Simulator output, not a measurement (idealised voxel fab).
process module | voxel capacitor over wiring
cross-section cut | 250 nm wide | cells 5 nm
A cross-section is a grid of square cells, given in bands from the top down. A band is one or more rows of cells.
Each band's line starts with the height of the band's top and of its bottom, in nm. Then come its materials from left to right, each with its width in nm. One material with "throughout" fills the band from edge to edge. "air" is empty space.
Height 0 is the level under which the wafer as received is all one material. The lowest band goes on downwards, as in "0 down".
A width such as "30 to 40" changes by the same amount from each row of cells to the next, from the band's top row to its bottom row.
"no change" after a step means that no cell of the cross-section changed.
closed voids: empty space of 8 cells or more with no open way to the top, each as width x height at its distance from the left edge, in nm
after a step's settings: what the simulator itself notes on the step
overlay nm, on a step with a mask: how far to the right of its planned place the mask lay; to the left if negative
plan
1 op RECEIVE | material Si
2 op CONFORMAL_DEP | material SiO2 | thk nm 15
3 op CONFORMAL_DEP | material SiN | thk nm 5
4 op DIRECTIONAL_DEP | material SiO2 | thk nm 15
5 op PATTERN | tone open | mask id METAL_1 | material resist | width nm 25 | pitch nm 95 | thk nm 15 | overlay nm 0
6 op DIRECTIONAL_ETCH | etch materials SiO2 | depth nm 15
7 op DIRECTIONAL_ETCH | etch materials SiN | depth nm 5
8 op STRIP | etch materials resist
9 op CONFORMAL_DEP | material TiN | thk nm 5
10 op FILL_DEP | material W | thk nm 10
11 op CMP | height nm 35
12 op EPI | material Ru | thk nm 5
13 op FILL_DEP | material SiCN | thk nm 5
14 op DIRECTIONAL_DEP | material SiO2 | thk nm 20
15 op MASKED_ETCH | tone open | mask id PLUG_1 | width nm 15 | etch materials SiO2 | depth nm 20 | overlay nm 0
16 op MASKED_ETCH | tone open | mask id PLUG_1 | width nm 15 | etch materials SiCN | depth nm 5 | overlay nm 0
17 op CONFORMAL_DEP | material TiN | thk nm 5
18 op FILL_DEP | material Cu | thk nm 5
19 op CMP | height nm 65
20 op DIRECTIONAL_DEP | material TiN | thk nm 10
21 op DIRECTIONAL_DEP | material HfO2 | thk nm 5
22 op DIRECTIONAL_DEP | material TiN | thk nm 10
23 op DIRECTIONAL_DEP | material aC | thk nm 10
24 op PATTERN | tone cover | mask id UPPER_PLATE | material resist | width nm 75 | thk nm 25 | overlay nm 0
25 op DIRECTIONAL_ETCH | etch materials aC | depth nm 10
26 op STRIP | etch materials resist
27 op DIRECTIONAL_ETCH | etch materials TiN | depth nm 10
28 op DIRECTIONAL_ETCH | etch materials HfO2 | depth nm 5
29 op STRIP | etch materials aC
30 op DIRECTIONAL_DEP | material aC | thk nm 10
31 op PATTERN | tone cover | mask id LOWER_PLATE | material resist | width nm 85 | thk nm 30 | overlay nm 0
32 op DIRECTIONAL_ETCH | etch materials aC | depth nm 10
33 op STRIP | etch materials resist
34 op DIRECTIONAL_ETCH | etch materials TiN | depth nm 10
35 op STRIP | etch materials aC
36 op FILL_DEP | material SiO2 | thk nm 15
37 op CMP | height nm 100
38 op DIRECTIONAL_DEP | material aC | thk nm 10
39 op PATTERN | tone open | mask id PLUG_2 | material resist | width nm 15 | thk nm 30 | overlay nm 0
40 op DIRECTIONAL_ETCH | etch materials aC | depth nm 10
41 op STRIP | etch materials resist
42 op DIRECTIONAL_ETCH | etch materials SiO2 | depth nm 10
43 op STRIP | etch materials aC
44 op CONFORMAL_DEP | material TiN | thk nm 5
45 op FILL_DEP | material Ru | thk nm 5
46 op CMP | height nm 100
47 op CONFORMAL_DEP | material SiN | thk nm 5
varied across the wafers: thk nm of step 13. The plan shows the first wafer's value. All wafers start alike
first wafer as received, after step 1
  0 down: Si throughout
  closed voids: none
each wafer at the end: cells of each material gained (+) or lost (-) since it was received, then its closed voids
thk nm 5 | +4 Cu | +15 HfO2 | +15 Ru | +83 SiCN | +90 SiN | +723 SiO2 | +102 TiN | +18 W | closed voids: none
thk nm 10 | +3 Cu | +15 HfO2 | +15 Ru | +133 SiCN | +90 SiN | +676 SiO2 | +100 TiN | +18 W | closed voids: none
thk nm 15 | +2 Cu | +15 HfO2 | +15 Ru | +183 SiCN | +90 SiN | +629 SiO2 | +98 TiN | +18 W | closed voids: none
thk nm 20 | +1 Cu | +15 HfO2 | +15 Ru | +233 SiCN | +90 SiN | +582 SiO2 | +96 TiN | +18 W | closed voids: none
